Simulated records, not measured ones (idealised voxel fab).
process module | voxel tone inversion
cross-section cut | 205 nm wide | cells 5 nm
A cross-section is a grid of square cells, given in bands from the top down. A band is one or more rows of cells.
Each band's line starts with the height of the band's top and of its bottom, in nm. Then come its materials from left to right, each with its width in nm. One material with "throughout" fills the band from edge to edge. "air" is empty space.
Height 0 is the level under which the wafer as received is all one material. The lowest band goes on downwards, as in "0 down".
A width such as "30 to 40" changes by the same amount from each row of cells to the next, from the band's top row to its bottom row.
"no change" after a step means that no cell of the cross-section changed.
closed voids: empty space of 8 cells or more with no open way to the top, each as width x height at its distance from the left edge, in nm
after a step's settings: what the simulator itself notes on the step
overlay nm, on a step with a mask: how far to the right of its planned place the mask lay; to the left if negative
plan
1 op RECEIVE | material Si
2 op CONFORMAL_DEP | material SiCN | thk nm 5
3 op DIRECTIONAL_DEP | material aC | thk nm 25
4 op PATTERN | tone cover | mask id POSTS | material resist | width nm 25 | pitch nm 40 | thk nm 35 | overlay nm 0
5 op DIRECTIONAL_ETCH | etch materials aC | depth nm 25
6 op STRIP | etch materials resist
7 op FILL_DEP | material lowk | thk nm 10
8 op CMP | height nm 30
9 op STRIP | etch materials aC
10 op CONFORMAL_DEP | material TiN | thk nm 5
11 op FILL_DEP | material Cu | thk nm 5
12 op CMP | height nm 30
13 op CONFORMAL_DEP | material SiN | thk nm 5
as received, after step 1
  0 down: Si throughout
  closed voids: none
a wafer at the end: this start, this plan, one mistake
  35 to 30: SiN throughout
  30 to 25: lowk throughout
  25 to 0: lowk 30 | aC 25 | lowk 15 | aC 25 | lowk 15 | aC 25 | lowk 15 | aC 25 | lowk 30
  0 down: Si throughout
  closed voids: none
what went wrong: step 2 was left out
